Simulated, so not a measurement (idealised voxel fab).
This is a process module. Its name is voxel transistor to metal.
Square cells of 5 nm make up the cross-section cut, whose width is 155 nm.
Notation: cross-section as square-cell grid; stated in bands, top first, going down; one or more cell rows per band.
In this notation a band is specified by the heights of its top and bottom, in that order and in nm, after which its materials appear from left to right, each paired with its width in nm. The word "all across" attached to a single material means that material fills the band from edge to edge; the word "air" stands for empty space.
Height 0 is the level under which the wafer as received is all one material. The lowest band goes on downwards, as in "0 down".
Width "30..40": first value at the band's top row of cells, second value at its bottom row, equal change from row to row.
The cross-section has no changed cell in any step marked "remained the same".
What "Sealed-off cavities" gives you is every empty space of 8 cells or more that is cut off from the top. Each appears as width x height at distance, with the distance taken from the left edge and width, height and distance all in nm.
That trailing text on a step's line, after the settings, is the simulator's own remark on the step.
When a step includes a mask, the "overlay nm" setting on its line states how far to the right of its planned place that mask lay, and negative values state how far to the left.
The following list gives the planned process steps:
1: RECEIVE with material Si
2: OXIDIZE with depth nm 5
3: CONFORMAL_DEP with material SiN, thk nm 10
4: PATTERN with tone cover, mask id ACTIVE, material resist, width nm 100, thk nm 20, overlay nm 0
5: DIRECTIONAL_ETCH with etch materials SiN, depth nm 10
6: DIRECTIONAL_ETCH with etch materials SiO2, depth nm 5
7: DIRECTIONAL_ETCH with etch materials Si, depth nm 20
8: STRIP with etch materials resist
9: OXIDIZE with depth nm 5
10: FILL_DEP with material SiO2, thk nm 5
11: CMP with height nm 10
12: SELECTIVE_ETCH with etch materials SiO2, depth nm 10
13: STRIP with etch materials SiN
14: SELECTIVE_ETCH with etch materials SiO2, depth nm 5
15: OXIDIZE with depth nm 5
16: DIRECTIONAL_DEP with material polySi, thk nm 20
17: DIRECTIONAL_DEP with material SiCN, thk nm 10
18: PATTERN with tone cover, mask id GATE, material resist, width nm 20, thk nm 20, overlay nm 0
19: DIRECTIONAL_ETCH with etch materials SiCN, depth nm 20
20: DIRECTIONAL_ETCH with etch materials polySi, depth nm 30
21: STRIP with etch materials resist
22: CONFORMAL_DEP with material SiN, thk nm 5
23: DIRECTIONAL_ETCH with etch materials SiN, depth nm 5
24: DIRECTIONAL_ETCH with etch materials SiO2, depth nm 5
25: DIRECTIONAL_ETCH with etch materials Si, depth nm 5
26: EPI with material pSi, thk nm 5
27: FILL_DEP with material SiO2, thk nm 10
28: CMP with height nm 25
29: DIRECTIONAL_DEP with material SiO2, thk nm 15
30: PATTERN with tone open, mask id CONTACT, material resist, width nm 30, pitch nm 60, thk nm 15, overlay nm 0
31: DIRECTIONAL_ETCH with etch materials SiO2, depth nm 50
32: STRIP with etch materials resist
33: CONFORMAL_DEP with material TiN, thk nm 5
34: FILL_DEP with material Ru, thk nm 10
35: CMP with height nm 40
36: CONFORMAL_DEP with material SiCN, thk nm 5
37: DIRECTIONAL_DEP with material SiO2, thk nm 20
38: DIRECTIONAL_DEP with material aC, thk nm 10
39: PATTERN with tone open, mask id METAL_1, material resist, width nm 20, pitch nm 70, thk nm 25, overlay nm 0
40: DIRECTIONAL_ETCH with etch materials aC, depth nm 10
41: STRIP with etch materials resist
42: DIRECTIONAL_ETCH with etch materials SiO2, depth nm 20
43: DIRECTIONAL_ETCH with etch materials SiCN, depth nm 5
44: STRIP with etch materials aC
45: CONFORMAL_DEP with material TiN, thk nm 5
46: FILL_DEP with material Ru, thk nm 10
47: CMP with height nm 65
48: EPI with material Ru, thk nm 5
49: FILL_DEP with material SiCN, thk nm 5
50: DIRECTIONAL_DEP with material lowk, thk nm 30
51: MASKED_ETCH with tone open, mask id METAL_2, width nm 20, pitch nm 70, etch materials lowk, depth nm 15, overlay nm 0
52: MASKED_ETCH with tone open, mask id METAL_2_HOLES, width nm 15, pitch nm 70, etch materials lowk, depth nm 15, overlay nm 0
53: MASKED_ETCH with tone open, mask id METAL_2_HOLES, width nm 15, pitch nm 70, etch materials SiCN, depth nm 5, overlay nm 0
54: CONFORMAL_DEP with material TiN, thk nm 5
55: FILL_DEP with material Ru, thk nm 10
56: CMP with height nm 105
57: CONFORMAL_DEP with material SiN, thk nm 5
Step 1 complete: cross-section of the wafer as received:
	0 down  Si all across
	Sealed-off cavities: none
The plan above was carried out on the starting structure above with one mistake, and this cross-section shows the wafer at the end of the module:
	110 to 105  SiN all across
	105 to 95  lowk 30 | TiN 5 | Ru 15 | TiN 5 | lowk 45 | TiN 5 | Ru 15 | TiN 5 | lowk 30
	95 to 90  lowk 30 | TiN 5 | Ru 5 | TiN 15 | lowk 45 | TiN 5 | Ru 5 | TiN 15 | lowk 30
	90 to 75  lowk 30 | TiN 5 | Ru 5 | TiN 5 | lowk 55 | TiN 5 | Ru 5 | TiN 5 | lowk 40
	75 to 70  SiCN 30 | TiN 15 | SiCN 55 | TiN 15 | SiCN 40
	70 to 65  SiCN 25 | Ru 30 | SiCN 40 | Ru 30 | SiCN 30
	65 to 45  SiO2 30 | TiN 5 | Ru 10 | TiN 5 | SiO2 50 | TiN 5 | Ru 10 | TiN 5 | SiO2 35
	45 to 40  SiCN 30 | TiN 20 | SiCN 50 | TiN 20 | SiCN 35
	40 to 25  SiO2 30 | TiN 5 | Ru 20 | TiN 5 | SiO2 30 | TiN 5 | Ru 20 | TiN 5 | SiO2 35
	25 to 15  SiO2 30 | TiN 5 | Ru 20 | TiN 5 | SiN 5 | SiCN 20 | SiN 5 | TiN 5 | Ru 20 | TiN 5 | SiO2 35
	15 to 0  SiO2 30 | TiN 5 | Ru 20 | TiN 5 | SiN 5 | polySi 20 | SiN 5 | TiN 5 | Ru 20 | TiN 5 | SiO2 35
	0 to -5  SiO2 30 | TiN 5 | Ru 15 | TiN 10 | SiN 5 | polySi 20 | SiN 5 | TiN 10 | Ru 15 | TiN 5 | SiO2 35
	-5 to -10  SiO2 30 | TiN 25 | pSi 5 | SiO2 30 | pSi 5 | TiN 25 | SiO2 35
	-10 to -15  SiO2 30 | pSi 30 | Si 30 | pSi 30 | SiO2 35
	-15 to -30  SiO2 30 | Si 90 | SiO2 35
	-30 down  Si all across
	Sealed-off cavities: none
Processing error: step 51 was not run as planned; what actually ran was MASKED_ETCH with tone open, mask id METAL_2, width nm 25, pitch nm 70, etch materials lowk, depth nm 15, overlay nm 0
